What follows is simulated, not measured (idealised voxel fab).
Documented hereafter: the process module known as voxel ribs on slabs.
Section cut is 190 nm wide and gridded with 5 nm square cells.
In this document a cross-section is written as a grid of square cells. It is given as a series of bands, listed from the top down, and a band is one or more rows of cells.
Per band: top height and bottom height in nm, followed by the left-to-right materials and their widths in nm; "edge to edge" marks a single material spanning edge to edge, "empty" marks empty space.
We count height from 0. Below that, the starting wafer is all one material. The lowest band never ends at the bottom but goes on down; see "z 0 and below" for how that is written.
The expression "30..40" gives the width at the extremes of the band, the first number at its top row of cells and the second at its bottom row, with the width changing by equal amounts from each row to the next in between.
"no alterations made" after a step means that no cell of the cross-section changed.
If an empty space has no open way to the top and is at least 8 cells in size, "Unvented internal voids" lists it, written width x height at distance, where distance is measured from the left edge and every value is in nm.
Where a step's line continues beyond its settings, the continuation is a remark by the simulator itself on that step.
"overlay nm" on a masked step: distance the mask lay right of its planned place, negative for left.

## List of planned process steps
1 RECEIVE [material Si]
2 DIRECTIONAL_DEP [material SiO2] [thk nm 30]
3 DIRECTIONAL_DEP [material SiN] [thk nm 25]
4 MASKED_ETCH [tone cover] [mask id RIB] [width nm 15] [etch materials SiN] [depth nm 15] [overlay nm 0]
5 MASKED_ETCH [tone cover] [mask id SLAB] [width nm 50] [etch materials SiN] [depth nm 10] [overlay nm 0]
6 FILL_DEP [material SiO2] [thk nm 15]
7 CMP [height nm 65]
8 DIRECTIONAL_DEP [material TiN] [thk nm 10]
9 PATTERN [tone cover] [mask id HEATER] [material resist] [width nm 30] [thk nm 20] [overlay nm 0]
10 DIRECTIONAL_ETCH [etch materials TiN] [depth nm 10]
11 STRIP [etch materials resist]
12 CONFORMAL_DEP [material SiN] [thk nm 10]
The plan's step 4 width nm is the first wafer's value; the wafers differ in this setting and start identical.

## Cross-section, first of several wafers, as delivered after step 1
  z 0 and below = Si edge to edge
  Unvented internal voids: none

## Below: a row per wafer. Contents at end of module: for every material, cells gained since receipt (+) or lost since receipt (-); then closed voids
width nm 15; +113 SiN; +465 SiO2; +12 TiN; Unvented internal voids: none
width nm 20; +116 SiN; +462 SiO2; +12 TiN; Unvented internal voids: none
width nm 25; +119 SiN; +459 SiO2; +12 TiN; Unvented internal voids: none
width nm 30; +122 SiN; +456 SiO2; +12 TiN; Unvented internal voids: none
width nm 35; +125 SiN; +453 SiO2; +12 TiN; Unvented internal voids: none
